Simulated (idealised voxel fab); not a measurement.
You're looking at the process module voxel wiring stack.
In the cross-section labelled cut, the width is 150 nm and each square cell is 5 nm.
Cross-section, as written here: a square-cell grid given band by band from the top down, where a band holds one or more rows of cells.
Within each band entry, the heights of the top and of the bottom of the band appear first, in that order and in nm; the materials of the band then follow from left to right, each with its corresponding width in nm. The designation "edge to edge" on a single material indicates that it fills the band from edge to edge; the designation "blank" indicates empty space.
The reference from which all heights are counted is 0, the level beneath which the as-received wafer is entirely one material; the lowest band, having no lower bound, proceeds downward and is written after the example "from 0 down".
You'd read "30->40" like this: the band's top row of cells is as wide as the first number, its bottom row is as wide as the second, and going down, every row changes width by the same amount as the row before did.
Where the words "nothing got changed" appear for a step, the cross-section shows no cell changed by that step; every cell remained as before.
Empty spaces without an open route to the top, at least 8 cells in extent, make up the entry "Fully closed voids"; each is given as width x height at distance, where the distance is measured from the left edge, and all are in nm.
Step line, after settings: the simulator's comment on this step.
Steps that use a mask can have "overlay nm" on their line. It says how far the mask sat to the right of where it was meant to be. Negative means to the left.
**List of planned process steps**
| 1 | RECEIVE [material Si] |
| 2 | CONFORMAL_DEP [material SiO2] [thk nm 15] |
| 3 | DIRECTIONAL_DEP [material TiN] [thk nm 5] |
| 4 | DIRECTIONAL_DEP [material Ru] [thk nm 15] |
| 5 | MASKED_ETCH [tone cover] [mask id METAL_1] [width nm 25] [pitch nm 45] [etch materials Ru] [depth nm 15] [overlay nm 0] |
| 6 | MASKED_ETCH [tone cover] [mask id METAL_1] [width nm 25] [pitch nm 45] [etch materials TiN] [depth nm 5] [overlay nm 0] |
| 7 | CONFORMAL_DEP [material SiN] [thk nm 5] |
| 8 | FILL_DEP [material lowk] [thk nm 5] |
| 9 | CMP [height nm 35] |
| 10 | CONFORMAL_DEP [material SiCN] [thk nm 5] |
| 11 | DIRECTIONAL_DEP [material SiO2] [thk nm 15] |
| 12 | MASKED_ETCH [tone open] [mask id PLUG_1] [width nm 15] [pitch nm 90] [etch materials SiO2] [depth nm 15] [overlay nm 0] |
| 13 | MASKED_ETCH [tone open] [mask id PLUG_1] [width nm 15] [pitch nm 90] [etch materials SiCN] [depth nm 5] [overlay nm 0] |
| 14 | CONFORMAL_DEP [material TiN] [thk nm 5] |
| 15 | FILL_DEP [material Cu] [thk nm 10] |
| 16 | CMP [height nm 55] |
| 17 | CONFORMAL_DEP [material SiCN] [thk nm 5] |
| 18 | DIRECTIONAL_DEP [material lowk] [thk nm 15] |
| 19 | DIRECTIONAL_DEP [material aC] [thk nm 15] |
| 20 | PATTERN [tone open] [mask id METAL_2] [material resist] [width nm 25] [pitch nm 45] [thk nm 30] [overlay nm 0] |
| 21 | DIRECTIONAL_ETCH [etch materials aC] [depth nm 15] |
| 22 | STRIP [etch materials resist] |
| 23 | DIRECTIONAL_ETCH [etch materials lowk] [depth nm 15] |
| 24 | DIRECTIONAL_ETCH [etch materials SiCN] [depth nm 5] |
| 25 | STRIP [etch materials aC] |
| 26 | CONFORMAL_DEP [material TiN] [thk nm 5] |
| 27 | FILL_DEP [material Ru] [thk nm 10] |
| 28 | CMP [height nm 75] |
| 29 | CONFORMAL_DEP [material SiCN] [thk nm 5] |
| 30 | DIRECTIONAL_DEP [material SiO2] [thk nm 35] |
| 31 | MASKED_ETCH [tone open] [mask id METAL_3_HOLES] [width nm 15] [pitch nm 45] [etch materials SiO2] [depth nm 35] [overlay nm 0] |
| 32 | PATTERN [tone open] [mask id METAL_3] [material resist] [width nm 25] [pitch nm 45] [thk nm 15] [overlay nm 0] |
| 33 | DIRECTIONAL_ETCH [etch materials SiO2] [depth nm 20] |
| 34 | DIRECTIONAL_ETCH [etch materials SiCN] [depth nm 5] |
| 35 | STRIP [etch materials resist] |
| 36 | CONFORMAL_DEP [material TiN] [thk nm 5] |
| 37 | FILL_DEP [material Cu] [thk nm 5] |
| 38 | CMP [height nm 115] |
| 39 | CONFORMAL_DEP [material SiN] [thk nm 5] |
**Cross-section of the wafer as it came to us, i.e., already through step 1**
> from 0 down | Si edge to edge
> Fully closed voids: none
**Below is the wafer in cross-section after the module was completed. It began from the starting point shown above and followed the plan shown above, except that one mistake was made while running it**
> from 120 to 115 | SiN edge to edge
> from 115 to 100 | 15 SiO2; 5 TiN; 15 Cu; 5 TiN; 20 SiO2; 5 TiN; 15 Cu; 5 TiN; 20 SiO2; 5 TiN; 15 Cu; 5 TiN; 20 SiO2
> from 100 to 95 | 15 SiO2; 5 TiN; 5 Cu; 15 TiN; 20 SiO2; 5 TiN; 5 Cu; 15 TiN; 20 SiO2; 5 TiN; 5 Cu; 15 TiN; 20 SiO2
> from 95 to 80 | 15 SiO2; 5 TiN; 5 Cu; 5 TiN; 30 SiO2; 5 TiN; 5 Cu; 5 TiN; 30 SiO2; 5 TiN; 5 Cu; 5 TiN; 30 SiO2
> from 80 to 75 | 15 SiCN; 15 TiN; 30 SiCN; 15 TiN; 30 SiCN; 15 TiN; 30 SiCN
> from 75 to 60 | 15 lowk; 5 TiN; 15 Ru; 5 TiN; 20 lowk; 5 TiN; 15 Ru; 5 TiN; 20 lowk; 5 TiN; 15 Ru; 5 TiN; 20 lowk
> from 60 to 55 | 15 SiCN; 25 TiN; 20 SiCN; 25 TiN; 20 SiCN; 25 TiN; 20 SiCN
> from 55 to 40 | 15 SiO2; 5 TiN; 5 Cu; 5 TiN; 75 SiO2; 5 TiN; 5 Cu; 5 TiN; 30 SiO2
> from 40 to 35 | 15 SiCN; 15 TiN; 75 SiCN; 15 TiN; 30 SiCN
> from 35 to 25 | 10 lowk; 5 SiN; 25 Ru; 5 SiN; 10 lowk; 5 SiN; 25 Ru; 5 SiN; 10 lowk; 5 SiN; 25 Ru; 5 SiN; 15 lowk
> from 25 to 20 | 15 SiN; 25 Ru; 20 SiN; 25 Ru; 20 SiN; 25 Ru; 20 SiN
> from 20 to 5 | SiO2 edge to edge
> from 5 to 0 | TiN edge to edge
> from 0 down | Si edge to edge
> Fully closed voids: none
Misprocessing identified: steps 2 and 3 got flipped, so each one ran where the other should have
